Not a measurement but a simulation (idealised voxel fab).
You're looking at the process module voxel gate over fins.
The cross-section shown here is cut; it is 250 nm wide and divided into square cells measuring 5 nm on a side.
Throughout this document, each cross-section is represented as a grid of square cells and is presented as a sequence of bands enumerated from the top downward, where a band comprises one or more rows of cells.
It is stipulated that each band's entry specify, in nanometres, the height of the top of the band and then that of its bottom, followed by the materials of the band in left-to-right sequence, each together with its width in nanometres. A single material marked by the word "edge to edge" is understood to fill the band from edge to edge; the word "air" is understood to denote empty space.
Height is counted from the level 0, under which the received wafer is composed throughout of one material. The lowest of the bands is not closed at the bottom but continues downward, in the notation "0 and below".
Note: "30->40" means the width goes from the first number (top row of the band) to the second number (bottom row) in equal steps per row of cells.
Key: "nothing changed" - step with no changed cell in the cross-section.
This entry, "Closed void roster", enumerates those empty regions of no fewer than 8 cells that possess no open connection to the top. Each region is reported in the form width x height at distance, the distance being taken from the left edge, with all three quantities expressed in nm.
That trailing text on a step's line, after the settings, is the simulator's own remark on the step.
If you see "overlay nm" on a step's line and that step has a mask, it's telling you how far right of where it was planned the mask ended up; a negative number means it went left instead.

# Intended process steps
1) RECEIVE: material Si
2) CONFORMAL_DEP: material SiN, thk nm 5
3) DIRECTIONAL_DEP: material aC, thk nm 15
4) PATTERN: tone cover, mask id FINS, material resist, width nm 15, pitch nm 50, thk nm 30, overlay nm 0
5) DIRECTIONAL_ETCH: etch materials aC, depth nm 15
6) STRIP: etch materials resist
7) DIRECTIONAL_ETCH: etch materials SiN, depth nm 5
8) DIRECTIONAL_ETCH: etch materials Si, depth nm 40
9) STRIP: etch materials aC
10) FILL_DEP: material SiO2, thk nm 15
11) CMP: height nm 5
12) DIRECTIONAL_DEP: material aC, thk nm 10
13) PATTERN: tone open, mask id RAIL, material resist, width nm 15, thk nm 25, overlay nm 0
14) DIRECTIONAL_ETCH: etch materials aC, depth nm 10
15) STRIP: etch materials resist
16) DIRECTIONAL_ETCH: etch materials SiO2, depth nm 40
17) STRIP: etch materials aC
18) CONFORMAL_DEP: material TiN, thk nm 5
19) FILL_DEP: material Ru, thk nm 5
20) CMP: height nm 5
21) SELECTIVE_ETCH: etch materials W Ru TiN, depth nm 20
22) FILL_DEP: material SiO2, thk nm 5
23) CMP: height nm 5
24) SELECTIVE_ETCH: etch materials SiO2, depth nm 15
25) STRIP: etch materials SiN
26) CONFORMAL_DEP: material HfO2, thk nm 5
27) CONFORMAL_DEP: material TiN, thk nm 5
28) FILL_DEP: material W, thk nm 15
29) CMP: height nm 20
30) CONFORMAL_DEP: material SiN, thk nm 5

# First out of two wafers; run went to plan

# Delivered wafer in cross-section: state after step 1
  0 and below | Si edge to edge
  Closed void roster: none

# Presented here is a cross-section of the wafer after step 2 has been performed
  5 down to 0 | SiN edge to edge
  Everything under 0 stays put, no change at all.

# Presented here is a cross-section of the wafer after step 3 has been performed
  20 down to 5 | aC edge to edge
  Everything under 5 stays put, no change at all.

# Presented here is a cross-section of the wafer after step 4 has been performed
  50 down to 20 | air 65, then resist 15, then air 35, then resist 15, then air 35, then resist 15, then air 70
  Everything under 20 stays put, no change at all.

# Presented here is a cross-section of the wafer after step 5 has been performed
  35 down to 20 | air 65, then resist 15, then air 35, then resist 15, then air 35, then resist 15, then air 70
  20 down to 5 | air 65, then aC 15, then air 35, then aC 15, then air 35, then aC 15, then air 70
  Everything under 5 stays put, no change at all.

# Presented here is a cross-section of the wafer after step 6 has been performed
  20 down to 5 | air 65, then aC 15, then air 35, then aC 15, then air 35, then aC 15, then air 70
  Everything under 5 stays put, no change at all.

# Presented here is a cross-section of the wafer after step 7 has been performed
  20 down to 5 | air 65, then aC 15, then air 35, then aC 15, then air 35, then aC 15, then air 70
  5 down to 0 | air 65, then SiN 15, then air 35, then SiN 15, then air 35, then SiN 15, then air 70
  Everything under 0 stays put, no change at all.

# Presented here is a cross-section of the wafer after step 8 has been performed
  20 down to 5 | air 65, then aC 15, then air 35, then aC 15, then air 35, then aC 15, then air 70
  5 down to 0 | air 65, then SiN 15, then air 35, then SiN 15, then air 35, then SiN 15, then air 70
  0 down to -40 | air 65, then Si 15, then air 35, then Si 15, then air 35, then Si 15, then air 70
  Everything under -40 stays put, no change at all.

# Presented here is a cross-section of the wafer after step 9 has been performed
  5 down to 0 | air 65, then SiN 15, then air 35, then SiN 15, then air 35, then SiN 15, then air 70
  Everything under 0 stays put, no change at all.

# Presented here is a cross-section of the wafer after step 10 has been performed
  20 down to 5 | SiO2 edge to edge
  5 down to 0 | SiO2 65, then SiN 15, then SiO2 35, then SiN 15, then SiO2 35, then SiN 15, then SiO2 70
  0 down to -40 | SiO2 65, then Si 15, then SiO2 35, then Si 15, then SiO2 35, then Si 15, then SiO2 70
  Everything under -40 stays put, no change at all.

# Presented here is a cross-section of the wafer after step 11 has been performed
  5 down to 0 | SiO2 65, then SiN 15, then SiO2 35, then SiN 15, then SiO2 35, then SiN 15, then SiO2 70
  Everything under 0 stays put, no change at all.

# Presented here is a cross-section of the wafer after step 12 has been performed
  15 down to 5 | aC edge to edge
  Everything under 5 stays put, no change at all.

# Presented here is a cross-section of the wafer after step 13 has been performed
  40 down to 15 | resist 90, then air 15, then resist 145
  Everything under 15 stays put, no change at all.

# Presented here is a cross-section of the wafer after step 14 has been performed
  30 down to 15 | resist 90, then air 15, then resist 145
  15 down to 5 | aC 90, then air 15, then aC 145
  Everything under 5 stays put, no change at all.

# Presented here is a cross-section of the wafer after step 15 has been performed
  15 down to 5 | aC 90, then air 15, then aC 145
  Everything under 5 stays put, no change at all.

# Presented here is a cross-section of the wafer after step 16 has been performed
  15 down to 5 | aC 90, then air 15, then aC 145
  5 down to 0 | SiO2 65, then SiN 15, then SiO2 10, then air 15, then SiO2 10, then SiN 15, then SiO2 35, then SiN 15, then SiO2 70
  0 down to -35 | SiO2 65, then Si 15, then SiO2 10, then air 15, then SiO2 10, then Si 15, then SiO2 35, then Si 15, then SiO2 70
  Everything under -35 stays put, no change at all.

# Presented here is a cross-section of the wafer after step 17 has been performed
  5 down to 0 | SiO2 65, then SiN 15, then SiO2 10, then air 15, then SiO2 10, then SiN 15, then SiO2 35, then SiN 15, then SiO2 70
  Everything under 0 stays put, no change at all.

# Presented here is a cross-section of the wafer after step 18 has been performed
  10 down to 5 | TiN 95, then air 5, then TiN 150
  5 down to 0 | SiO2 65, then SiN 15, then SiO2 10, then TiN 5, then air 5, then TiN 5, then SiO2 10, then SiN 15, then SiO2 35, then SiN 15, then SiO2 70
  0 down to -30 | SiO2 65, then Si 15, then SiO2 10, then TiN 5, then air 5, then TiN 5, then SiO2 10, then Si 15, then SiO2 35, then Si 15, then SiO2 70
  -30 down to -35 | SiO2 65, then Si 15, then SiO2 10, then TiN 15, then SiO2 10, then Si 15, then SiO2 35, then Si 15, then SiO2 70
  Everything under -35 stays put, no change at all.

# Presented here is a cross-section of the wafer after step 19 has been performed
  15 down to 10 | Ru edge to edge
  10 down to 5 | TiN 95, then Ru 5, then TiN 150
  5 down to 0 | SiO2 65, then SiN 15, then SiO2 10, then TiN 5, then Ru 5, then TiN 5, then SiO2 10, then SiN 15, then SiO2 35, then SiN 15, then SiO2 70
  0 down to -30 | SiO2 65, then Si 15, then SiO2 10, then TiN 5, then Ru 5, then TiN 5, then SiO2 10, then Si 15, then SiO2 35, then Si 15, then SiO2 70
  Everything under -30 stays put, no change at all.

# Presented here is a cross-section of the wafer after step 20 has been performed
  5 down to 0 | SiO2 65, then SiN 15, then SiO2 10, then TiN 5, then Ru 5, then TiN 5, then SiO2 10, then SiN 15, then SiO2 35, then SiN 15, then SiO2 70
  Everything under 0 stays put, no change at all.

# Presented here is a cross-section of the wafer after step 21 has been performed
  5 down to 0 | SiO2 65, then SiN 15, then SiO2 10, then air 15, then SiO2 10, then SiN 15, then SiO2 35, then SiN 15, then SiO2 70
  0 down to -15 | SiO2 65, then Si 15, then SiO2 10, then air 15, then SiO2 10, then Si 15, then SiO2 35, then Si 15, then SiO2 70
  Everything under -15 stays put, no change at all.

# Presented here is a cross-section of the wafer after step 22 has been performed
  10 down to 5 | SiO2 edge to edge
  5 down to 0 | SiO2 65, then SiN 15, then SiO2 35, then SiN 15, then SiO2 35, then SiN 15, then SiO2 70
  0 down to -15 | SiO2 65, then Si 15, then SiO2 35, then Si 15, then SiO2 35, then Si 15, then SiO2 70
  Everything under -15 stays put, no change at all.

# Presented here is a cross-section of the wafer after step 23 has been performed
  5 down to 0 | SiO2 65, then SiN 15, then SiO2 35, then SiN 15, then SiO2 35, then SiN 15, then SiO2 70
  Everything under 0 stays put, no change at all.

# Presented here is a cross-section of the wafer after step 24 has been performed
  5 down to 0 | air 65, then SiN 15, then air 35, then SiN 15, then air 35, then SiN 15, then air 70
  0 down to -10 | air 65, then Si 15, then air 35, then Si 15, then air 35, then Si 15, then air 70
  Everything under -10 stays put, no change at all.

# Presented here is a cross-section of the wafer after step 25 has been performed
  0 down to -10 | air 65, then Si 15, then air 35, then Si 15, then air 35, then Si 15, then air 70
  Everything under -10 stays put, no change at all.

# Presented here is a cross-section of the wafer after step 26 has been performed
  5 down to 0 | air 60, then HfO2 25, then air 25, then HfO2 25, then air 25, then HfO2 25, then air 65
  0 down to -5 | air 60, then HfO2 5, then Si 15, then HfO2 5, then air 25, then HfO2 5, then Si 15, then HfO2 5, then air 25, then HfO2 5, then Si 15, then HfO2 5, then air 65
  -5 down to -10 | HfO2 65, then Si 15, then HfO2 35, then Si 15, then HfO2 35, then Si 15, then HfO2 70
  Everything under -10 stays put, no change at all.

# Presented here is a cross-section of the wafer after step 27 has been performed
  10 down to 5 | air 55, then TiN 35, then air 15, then TiN 35, then air 15, then TiN 35, then air 60
  5 down to 0 | air 55, then TiN 5, then HfO2 25, then TiN 5, then air 15, then TiN 5, then HfO2 25, then TiN 5, then air 15, then TiN 5, then HfO2 25, then TiN 5, then air 60
  0 down to -5 | TiN 60, then HfO2 5, then Si 15, then HfO2 5, then TiN 25, then HfO2 5, then Si 15, then HfO2 5, then TiN 25, then HfO2 5, then Si 15, then HfO2 5, then TiN 65
  Everything under -5 stays put, no change at all.

# Presented here is a cross-section of the wafer after step 28 has been performed
  25 down to 10 | W edge to edge
  10 down to 5 | W 55, then TiN 35, then W 15, then TiN 35, then W 15, then TiN 35, then W 60
  5 down to 0 | W 55, then TiN 5, then HfO2 25, then TiN 5, then W 15, then TiN 5, then HfO2 25, then TiN 5, then W 15, then TiN 5, then HfO2 25, then TiN 5, then W 60
  Everything under 0 stays put, no change at all.

# Presented here is a cross-section of the wafer after step 29 has been performed
  20 down to 10 | W edge to edge
  Everything under 10 stays put, no change at all.

# Presented here is a cross-section of the wafer after step 30 has been performed
  25 down to 20 | SiN edge to edge
  Everything under 20 stays put, no change at all.

# Here the second wafer is described. Its start and its plan were those of the first wafer. Its run contained one mistake. Up to and including step 10, it did exactly what the first wafer did

Cross-section of the second wafer at the time step 11 of the plan should have ended: nothing changed

# Cross-section of the second wafer at the time step 12 of the plan should have ended
  30 down to 20 | aC edge to edge
  Everything under 20 stays put, no change at all.

# Cross-section of the second wafer at the time step 13 of the plan should have ended
  55 down to 30 | resist 90, then air 15, then resist 145
  Everything under 30 stays put, no change at all.

# Cross-section of the second wafer at the time step 14 of the plan should have ended
  45 down to 30 | resist 90, then air 15, then resist 145
  30 down to 20 | aC 90, then air 15, then aC 145
  Everything under 20 stays put, no change at all.

# Cross-section of the second wafer at the time step 15 of the plan should have ended
  30 down to 20 | aC 90, then air 15, then aC 145
  Everything under 20 stays put, no change at all.

# Cross-section of the second wafer at the time step 16 of the plan should have ended
  30 down to 20 | aC 90, then air 15, then aC 145
  20 down to 5 | SiO2 90, then air 15, then SiO2 145
  5 down to 0 | SiO2 65, then SiN 15, then SiO2 10, then air 15, then SiO2 10, then SiN 15, then SiO2 35, then SiN 15, then SiO2 70
  0 down to -20 | SiO2 65, then Si 15, then SiO2 10, then air 15, then SiO2 10, then Si 15, then SiO2 35, then Si 15, then SiO2 70
  Everything under -20 stays put, no change at all.

# Cross-section of the second wafer at the time step 17 of the plan should have ended
  20 down to 5 | SiO2 90, then air 15, then SiO2 145
  Everything under 5 stays put, no change at all.

# Cross-section of the second wafer at the time step 18 of the plan should have ended
  25 down to 20 | TiN 95, then air 5, then TiN 150
  20 down to 5 | SiO2 90, then TiN 5, then air 5, then TiN 5, then SiO2 145
  5 down to 0 | SiO2 65, then SiN 15, then SiO2 10, then TiN 5, then air 5, then TiN 5, then SiO2 10, then SiN 15, then SiO2 35, then SiN 15, then SiO2 70
  0 down to -15 | SiO2 65, then Si 15, then SiO2 10, then TiN 5, then air 5, then TiN 5, then SiO2 10, then Si 15, then SiO2 35, then Si 15, then SiO2 70
  -15 down to -20 | SiO2 65, then Si 15, then SiO2 10, then TiN 15, then SiO2 10, then Si 15, then SiO2 35, then Si 15, then SiO2 70
  Everything under -20 stays put, no change at all.

# Cross-section of the second wafer at the time step 19 of the plan should have ended
  30 down to 25 | Ru edge to edge
  25 down to 20 | TiN 95, then Ru 5, then TiN 150
  20 down to 5 | SiO2 90, then TiN 5, then Ru 5, then TiN 5, then SiO2 145
  5 down to 0 | SiO2 65, then SiN 15, then SiO2 10, then TiN 5, then Ru 5, then TiN 5, then SiO2 10, then SiN 15, then SiO2 35, then SiN 15, then SiO2 70
  0 down to -15 | SiO2 65, then Si 15, then SiO2 10, then TiN 5, then Ru 5, then TiN 5, then SiO2 10, then Si 15, then SiO2 35, then Si 15, then SiO2 70
  Everything under -15 stays put, no change at all.

# Cross-section of the second wafer at the time step 20 of the plan should have ended
  5 down to 0 | SiO2 65, then SiN 15, then SiO2 10, then TiN 5, then Ru 5, then TiN 5, then SiO2 10, then SiN 15, then SiO2 35, then SiN 15, then SiO2 70
  Everything under 0 stays put, no change at all.

# Cross-section of the second wafer at the time step 21 of the plan should have ended
  5 down to 0 | SiO2 65, then SiN 15, then SiO2 10, then air 15, then SiO2 10, then SiN 15, then SiO2 35, then SiN 15, then SiO2 70
  0 down to -15 | SiO2 65, then Si 15, then SiO2 10, then air 15, then SiO2 10, then Si 15, then SiO2 35, then Si 15, then SiO2 70
  Everything under -15 stays put, no change at all.

# Cross-section of the second wafer at the time step 22 of the plan should have ended
  10 down to 5 | SiO2 edge to edge
  5 down to 0 | SiO2 65, then SiN 15, then SiO2 35, then SiN 15, then SiO2 35, then SiN 15, then SiO2 70
  0 down to -15 | SiO2 65, then Si 15, then SiO2 35, then Si 15, then SiO2 35, then Si 15, then SiO2 70
  Everything under -15 stays put, no change at all.

# Cross-section of the second wafer at the time step 23 of the plan should have ended
  5 down to 0 | SiO2 65, then SiN 15, then SiO2 35, then SiN 15, then SiO2 35, then SiN 15, then SiO2 70
  Everything under 0 stays put, no change at all.

# Cross-section of the second wafer at the time step 24 of the plan should have ended
  5 down to 0 | air 65, then SiN 15, then air 35, then SiN 15, then air 35, then SiN 15, then air 70
  0 down to -10 | air 65, then Si 15, then air 35, then Si 15, then air 35, then Si 15, then air 70
  Everything under -10 stays put, no change at all.

# Cross-section of the second wafer at the time step 25 of the plan should have ended
  0 down to -10 | air 65, then Si 15, then air 35, then Si 15, then air 35, then Si 15, then air 70
  Everything under -10 stays put, no change at all.

# Cross-section of the second wafer at the time step 26 of the plan should have ended
  5 down to 0 | air 60, then HfO2 25, then air 25, then HfO2 25, then air 25, then HfO2 25, then air 65
  0 down to -5 | air 60, then HfO2 5, then Si 15, then HfO2 5, then air 25, then HfO2 5, then Si 15, then HfO2 5, then air 25, then HfO2 5, then Si 15, then HfO2 5, then air 65
  -5 down to -10 | HfO2 65, then Si 15, then HfO2 35, then Si 15, then HfO2 35, then Si 15, then HfO2 70
  Everything under -10 stays put, no change at all.

# Cross-section of the second wafer at the time step 27 of the plan should have ended
  10 down to 5 | air 55, then TiN 35, then air 15, then TiN 35, then air 15, then TiN 35, then air 60
  5 down to 0 | air 55, then TiN 5, then HfO2 25, then TiN 5, then air 15, then TiN 5, then HfO2 25, then TiN 5, then air 15, then TiN 5, then HfO2 25, then TiN 5, then air 60
  0 down to -5 | TiN 60, then HfO2 5, then Si 15, then HfO2 5, then TiN 25, then HfO2 5, then Si 15, then HfO2 5, then TiN 25, then HfO2 5, then Si 15, then HfO2 5, then TiN 65
  Everything under -5 stays put, no change at all.

# Cross-section of the second wafer at the time step 28 of the plan should have ended
  25 down to 10 | W edge to edge
  10 down to 5 | W 55, then TiN 35, then W 15, then TiN 35, then W 15, then TiN 35, then W 60
  5 down to 0 | W 55, then TiN 5, then HfO2 25, then TiN 5, then W 15, then TiN 5, then HfO2 25, then TiN 5, then W 15, then TiN 5, then HfO2 25, then TiN 5, then W 60
  Everything under 0 stays put, no change at all.

# Cross-section of the second wafer at the time step 29 of the plan should have ended
  20 down to 10 | W edge to edge
  Everything under 10 stays put, no change at all.

# Cross-section of the second wafer at the time step 30 of the plan should have ended
  25 down to 20 | SiN edge to edge
  Everything under 20 stays put, no change at all.
Run error: skipped: plan step 11 (never run)
Final tally in cells, some materials are higher or lower on the second wafer than on the first: 3 fewer of Ru | 9 more of SiO2 | 6 fewer of TiN
